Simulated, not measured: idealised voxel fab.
Presented below is a process module, voxel wiring stack.
FYI the section here is cut, 195 nm wide, cells are 5 nm squares.
How to read a cross-section here: the picture is a grid of square cells, written as bands going from the top down, and any band can span one or more rows of cells. Heads up on the band format: heights come first, top then bottom, in nm. After that it's the materials left to right, each with its width in nm. A single material flagged "throughout" fills the whole band edge to edge, and "blank" means there's empty space there. Where do heights start? At 0: under that level the wafer as delivered is made of one material only. And the lowest band has no floor; it just carries on downward, as in "0..down". The two numbers in a width such as "30 to 40" mark its ends across the band: the first belongs to the top row of cells, the second to the bottom row, and from each row to the next the width moves by the same amount. "all unchanged" after a step means that no cell of the cross-section changed. Enclosed voids (no open way to top), threshold 8 cells or more, entry "Trapped void list", notation width x height at distance, distance from left edge, nm. Step line, after settings: the simulator's comment on this step. A step line may carry the setting "overlay nm", which, for steps involving a mask, states the distance by which the mask lay to the right of its intended position; negative values denote displacement to the left.

[Set out below are the planned steps of the process]
| 1 | RECEIVE (material Si) |
| 2 | CONFORMAL_DEP (material SiO2; thk nm 10) |
| 3 | DIRECTIONAL_DEP (material TiN; thk nm 5) |
| 4 | DIRECTIONAL_DEP (material W; thk nm 20) |
| 5 | DIRECTIONAL_DEP (material aC; thk nm 10) |
| 6 | PATTERN (tone cover; mask id METAL_1; material resist; width nm 25; pitch nm 50; thk nm 25; overlay nm 0) |
| 7 | DIRECTIONAL_ETCH (etch materials aC; depth nm 10) |
| 8 | STRIP (etch materials resist) |
| 9 | DIRECTIONAL_ETCH (etch materials W; depth nm 20) |
| 10 | DIRECTIONAL_ETCH (etch materials TiN; depth nm 5) |
| 11 | STRIP (etch materials aC) |
| 12 | FILL_DEP (material lowk; thk nm 5) |
| 13 | CMP (height nm 35) |
| 14 | CONFORMAL_DEP (material SiCN; thk nm 5) |
| 15 | DIRECTIONAL_DEP (material lowk; thk nm 10) |
| 16 | MASKED_ETCH (tone open; mask id PLUG_1; width nm 15; etch materials lowk; depth nm 10; overlay nm 0) |
| 17 | MASKED_ETCH (tone open; mask id PLUG_1; width nm 15; etch materials SiCN; depth nm 5; overlay nm 0) |
| 18 | CONFORMAL_DEP (material TiN; thk nm 5) |
| 19 | FILL_DEP (material W; thk nm 5) |
| 20 | CMP (height nm 50) |
| 21 | DIRECTIONAL_DEP (material TiN; thk nm 5) |
| 22 | DIRECTIONAL_DEP (material W; thk nm 20) |
| 23 | PATTERN (tone cover; mask id METAL_2; material resist; width nm 25; pitch nm 50; thk nm 15; overlay nm 0) |
| 24 | DIRECTIONAL_ETCH (etch materials W; depth nm 20) |
| 25 | DIRECTIONAL_ETCH (etch materials TiN; depth nm 5) |
| 26 | STRIP (etch materials resist) |
| 27 | CONFORMAL_DEP (material SiCN; thk nm 5) |
| 28 | FILL_DEP (material lowk; thk nm 10) |
| 29 | CMP (height nm 75) |
| 30 | CONFORMAL_DEP (material SiN; thk nm 5) |

[Concerning the first of two wafers, which was run in accordance with the plan]

[Step 1 complete: cross-section of the wafer as received]
* 0..down | Si throughout
* Trapped void list: none

[You're looking at a cross-section of the wafer after step 2]
* 10..0 | SiO2 throughout
* Rest of section, below 0: as before.

[You're looking at a cross-section of the wafer after step 3]
* 15..10 | TiN throughout
* Rest of section, below 10: as before.

[You're looking at a cross-section of the wafer after step 4]
* 35..15 | W throughout
* Rest of section, below 15: as before.

[You're looking at a cross-section of the wafer after step 5]
* 45..35 | aC throughout
* Rest of section, below 35: as before.

[You're looking at a cross-section of the wafer after step 6]
* 70..45 | 60 nm blank; 25 nm resist; 25 nm blank; 25 nm resist; 60 nm blank
* Rest of section, below 45: as before.

[You're looking at a cross-section of the wafer after step 7]
* 60..45 | 60 nm blank; 25 nm resist; 25 nm blank; 25 nm resist; 60 nm blank
* 45..35 | 60 nm blank; 25 nm aC; 25 nm blank; 25 nm aC; 60 nm blank
* Rest of section, below 35: as before.

[You're looking at a cross-section of the wafer after step 8]
* 45..35 | 60 nm blank; 25 nm aC; 25 nm blank; 25 nm aC; 60 nm blank
* Rest of section, below 35: as before.

[You're looking at a cross-section of the wafer after step 9]
* 45..35 | 60 nm blank; 25 nm aC; 25 nm blank; 25 nm aC; 60 nm blank
* 35..15 | 60 nm blank; 25 nm W; 25 nm blank; 25 nm W; 60 nm blank
* Rest of section, below 15: as before.

[You're looking at a cross-section of the wafer after step 10]
* 45..35 | 60 nm blank; 25 nm aC; 25 nm blank; 25 nm aC; 60 nm blank
* 35..15 | 60 nm blank; 25 nm W; 25 nm blank; 25 nm W; 60 nm blank
* 15..10 | 60 nm blank; 25 nm TiN; 25 nm blank; 25 nm TiN; 60 nm blank
* Rest of section, below 10: as before.

[You're looking at a cross-section of the wafer after step 11]
* 35..15 | 60 nm blank; 25 nm W; 25 nm blank; 25 nm W; 60 nm blank
* Rest of section, below 15: as before.

[You're looking at a cross-section of the wafer after step 12]
* 40..35 | lowk throughout
* 35..15 | 60 nm lowk; 25 nm W; 25 nm lowk; 25 nm W; 60 nm lowk
* 15..10 | 60 nm lowk; 25 nm TiN; 25 nm lowk; 25 nm TiN; 60 nm lowk
* Rest of section, below 10: as before.

[You're looking at a cross-section of the wafer after step 13]
* 35..15 | 60 nm lowk; 25 nm W; 25 nm lowk; 25 nm W; 60 nm lowk
* Rest of section, below 15: as before.

[You're looking at a cross-section of the wafer after step 14]
* 40..35 | SiCN throughout
* Rest of section, below 35: as before.

[You're looking at a cross-section of the wafer after step 15]
* 50..40 | lowk throughout
* Rest of section, below 40: as before.

[You're looking at a cross-section of the wafer after step 16]
* 50..40 | 60 nm lowk; 15 nm blank; 120 nm lowk
* Rest of section, below 40: as before.

[You're looking at a cross-section of the wafer after step 17]
* 50..40 | 60 nm lowk; 15 nm blank; 120 nm lowk
* 40..35 | 60 nm SiCN; 15 nm blank; 120 nm SiCN
* Rest of section, below 35: as before.

[You're looking at a cross-section of the wafer after step 18]
* 55..50 | 65 nm TiN; 5 nm blank; 125 nm TiN
* 50..40 | 60 nm lowk; 5 nm TiN; 5 nm blank; 5 nm TiN; 120 nm lowk
* 40..35 | 60 nm SiCN; 15 nm TiN; 120 nm SiCN
* Rest of section, below 35: as before.

[You're looking at a cross-section of the wafer after step 19]
* 60..55 | W throughout
* 55..50 | 65 nm TiN; 5 nm W; 125 nm TiN
* 50..40 | 60 nm lowk; 5 nm TiN; 5 nm W; 5 nm TiN; 120 nm lowk
* Rest of section, below 40: as before.

[You're looking at a cross-section of the wafer after step 20]
* 50..40 | 60 nm lowk; 5 nm TiN; 5 nm W; 5 nm TiN; 120 nm lowk
* Rest of section, below 40: as before.

[You're looking at a cross-section of the wafer after step 21]
* 55..50 | TiN throughout
* Rest of section, below 50: as before.

[You're looking at a cross-section of the wafer after step 22]
* 75..55 | W throughout
* Rest of section, below 55: as before.

[You're looking at a cross-section of the wafer after step 23]
* 90..75 | 60 nm blank; 25 nm resist; 25 nm blank; 25 nm resist; 60 nm blank
* Rest of section, below 75: as before.

[You're looking at a cross-section of the wafer after step 24]
* 90..75 | 60 nm blank; 25 nm resist; 25 nm blank; 25 nm resist; 60 nm blank
* 75..55 | 60 nm blank; 25 nm W; 25 nm blank; 25 nm W; 60 nm blank
* Rest of section, below 55: as before.

[You're looking at a cross-section of the wafer after step 25]
* 90..75 | 60 nm blank; 25 nm resist; 25 nm blank; 25 nm resist; 60 nm blank
* 75..55 | 60 nm blank; 25 nm W; 25 nm blank; 25 nm W; 60 nm blank
* 55..50 | 60 nm blank; 25 nm TiN; 25 nm blank; 25 nm TiN; 60 nm blank
* Rest of section, below 50: as before.

[You're looking at a cross-section of the wafer after step 26]
* 75..55 | 60 nm blank; 25 nm W; 25 nm blank; 25 nm W; 60 nm blank
* Rest of section, below 55: as before.

[You're looking at a cross-section of the wafer after step 27]
* 80..75 | 55 nm blank; 35 nm SiCN; 15 nm blank; 35 nm SiCN; 55 nm blank
* 75..55 | 55 nm blank; 5 nm SiCN; 25 nm W; 5 nm SiCN; 15 nm blank; 5 nm SiCN; 25 nm W; 5 nm SiCN; 55 nm blank
* 55..50 | 60 nm SiCN; 25 nm TiN; 25 nm SiCN; 25 nm TiN; 60 nm SiCN
* Rest of section, below 50: as before.

[You're looking at a cross-section of the wafer after step 28]
* 90..80 | lowk throughout
* 80..75 | 55 nm lowk; 35 nm SiCN; 15 nm lowk; 35 nm SiCN; 55 nm lowk
* 75..55 | 55 nm lowk; 5 nm SiCN; 25 nm W; 5 nm SiCN; 15 nm lowk; 5 nm SiCN; 25 nm W; 5 nm SiCN; 55 nm lowk
* Rest of section, below 55: as before.

[You're looking at a cross-section of the wafer after step 29]
* 75..55 | 55 nm lowk; 5 nm SiCN; 25 nm W; 5 nm SiCN; 15 nm lowk; 5 nm SiCN; 25 nm W; 5 nm SiCN; 55 nm lowk
* Rest of section, below 55: as before.

[You're looking at a cross-section of the wafer after step 30]
* 80..75 | SiN throughout
* Rest of section, below 75: as before.

[The second wafer: identical to the first at the outset and in its planned sequence, differing only in that one mistake was made during processing; up to and including step 28, its path is the first wafer's path]

Cross-section, second wafer, at the end time the plan gives for step 29: all unchanged

[Cross-section, second wafer, at the end time the plan gives for step 30]
* 95..90 | SiN throughout
* Rest of section, below 90: as before.
What was the processing mistake? step 29 of the plan did not run at all; it was left out
The second wafer ends with more or fewer cells of some materials than the first, per final count: 14 more of SiCN, 103 more of lowk
